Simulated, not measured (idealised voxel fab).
process module | voxel ribs on slabs
cross-section cut | 250 nm wide | cells 5 nm
A cross-section is a grid of square cells, given in bands from the top down. A band is one or more rows of cells.
Each band's line starts with the height of the band's top and of its bottom, in nm. Then come its materials from left to right, each with its width in nm. One material with "throughout" fills the band from edge to edge. "air" is empty space.
Height 0 is the level under which the wafer as received is all one material. The lowest band goes on downwards, as in "0 down".
A width such as "30 to 40" changes by the same amount from each row of cells to the next, from the band's top row to its bottom row.
"no change" after a step means that no cell of the cross-section changed.
closed voids: empty space of 8 cells or more with no open way to the top, each as width x height at its distance from the left edge, in nm
after a step's settings: what the simulator itself notes on the step
overlay nm, on a step with a mask: how far to the right of its planned place the mask lay; to the left if negative
plan
1 op RECEIVE | material Si
2 op DIRECTIONAL_DEP | material SiO2 | thk nm 25
3 op DIRECTIONAL_DEP | material polySi | thk nm 15
4 op DIRECTIONAL_DEP | material aC | thk nm 15
5 op PATTERN | tone cover | mask id RIB | material resist | width nm 20 | thk nm 35 | overlay nm 0
6 op DIRECTIONAL_ETCH | etch materials aC | depth nm 15
7 op STRIP | etch materials resist
8 op DIRECTIONAL_ETCH | etch materials polySi | depth nm 10
9 op STRIP | etch materials aC
10 op PATTERN | tone cover | mask id SLAB | material resist | width nm 50 | thk nm 15 | overlay nm 0
11 op DIRECTIONAL_ETCH | etch materials polySi | depth nm 5
12 op STRIP | etch materials resist
13 op FILL_DEP | material SiO2 | thk nm 30
14 op CMP | height nm 60
15 op DIRECTIONAL_DEP | material W | thk nm 5
16 op PATTERN | tone cover | mask id HEATER | material resist | width nm 30 | thk nm 20 | overlay nm 0
17 op DIRECTIONAL_ETCH | etch materials W | depth nm 5
18 op STRIP | etch materials resist
19 op CONFORMAL_DEP | material SiN | thk nm 5
as received, after step 1
  0 down: Si throughout
  closed voids: none
first wafer at the end, as planned
  70 to 65: air 105 | SiN 40 | air 105
  65 to 60: SiN 110 | W 30 | SiN 110
  60 to 40: SiO2 throughout
  40 to 30: SiO2 115 | polySi 20 | SiO2 115
  30 to 25: SiO2 100 | polySi 50 | SiO2 100
  25 to 0: SiO2 throughout
  0 down: Si throughout
  closed voids: none
second wafer at the end: like start, like plan, one mistake
  70 to 65: air 105 | SiN 40 | air 105
  65 to 60: SiN 110 | W 30 | SiN 110
  60 to 15: SiO2 throughout
  15 to 0: polySi throughout
  0 down: Si throughout
  closed voids: none
what went wrong: steps 2 and 3 were swapped
at the end the second wafer has, in cells: 132 fewer of SiO2 | 132 more of polySi
